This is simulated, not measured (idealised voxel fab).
Proc. module: voxel spacer lines
Shown is cross-section cut, with a width of 295 nm and square cells of size 5 nm.
Cross-section spec: square-cell grid; bands listed top down; each band is one or more rows. Look at the band entry: it leads with the top's height and the bottom's height in nm. Then it lists the materials left to right, with a width in nm for each. The word "full width" on a single material says that material fills the band edge to edge. The word "empty" is empty space. Height reference: 0 = level under which incoming wafer is all one material. Lowest band: no bottom, runs on downward, e.g. "0..down". A width given as "30->40" starts at the first number in the band's top row and ends at the second number in its bottom row, shifting by an equal amount at every step from row to row. The designation "left unchanged", where it is given for a processing step, indicates that no cell of the cross-section was altered in the course of that step. The list in "Completely sealed voids" covers empty spaces of 8 cells or more that cannot reach the top through any open way, and it gives each as width x height at distance; the distance is from the left edge, and width, height and distance are in nm. Formally, on a step line, whatever follows the settings is a remark that the simulator itself makes on the step. "overlay nm" denotes, for a step that has a mask, the displacement of the mask to the right of its planned place, with negative values corresponding to the left.
### Planned step list for the process
1,RECEIVE: material Si
2,CONFORMAL_DEP: material Al2O3, thk nm 10
3,DIRECTIONAL_DEP: material TiN, thk nm 15
4,DIRECTIONAL_DEP: material polySi, thk nm 30
5,PATTERN: tone cover, mask id MANDREL, material resist, width nm 15, pitch nm 50, thk nm 35, overlay nm 0
6,DIRECTIONAL_ETCH: etch materials polySi, depth nm 30
7,STRIP: etch materials resist
8,CONFORMAL_DEP: material SiN, thk nm 10
9,DIRECTIONAL_ETCH: etch materials SiN, depth nm 10
10,STRIP: etch materials polySi
11,DIRECTIONAL_ETCH: etch materials TiN, depth nm 5
12,STRIP: etch materials SiN
13,FILL_DEP: material SiO2, thk nm 10
14,CMP: height nm 25
Wafers differ in depth nm at step 11; plan lists the first wafer's value; identical starting state.
### Cross-section of the first of several received wafers, showing its state after step 1
- 0..down  Si full width
- Completely sealed voids: none
### Here is how to read the rows: every wafer has a row, and it shows the wafer at the end of the module, giving for each material how many cells were gained (+) or lost (-) since the wafer was received, then listing its closed voids
depth nm 5, +118 Al2O3, +51 SiO2, +126 TiN, Completely sealed voids: none
depth nm 10, +118 Al2O3, +102 SiO2, +75 TiN, Completely sealed voids: none
depth nm 15, +118 Al2O3, +153 SiO2, +24 TiN, Completely sealed voids: none
depth nm 20, +118 Al2O3, +153 SiO2, +24 TiN, Completely sealed voids: none
depth nm 25, +118 Al2O3, +153 SiO2, +24 TiN, Completely sealed voids: none
depth nm 30, +118 Al2O3, +153 SiO2, +24 TiN, Completely sealed voids: none
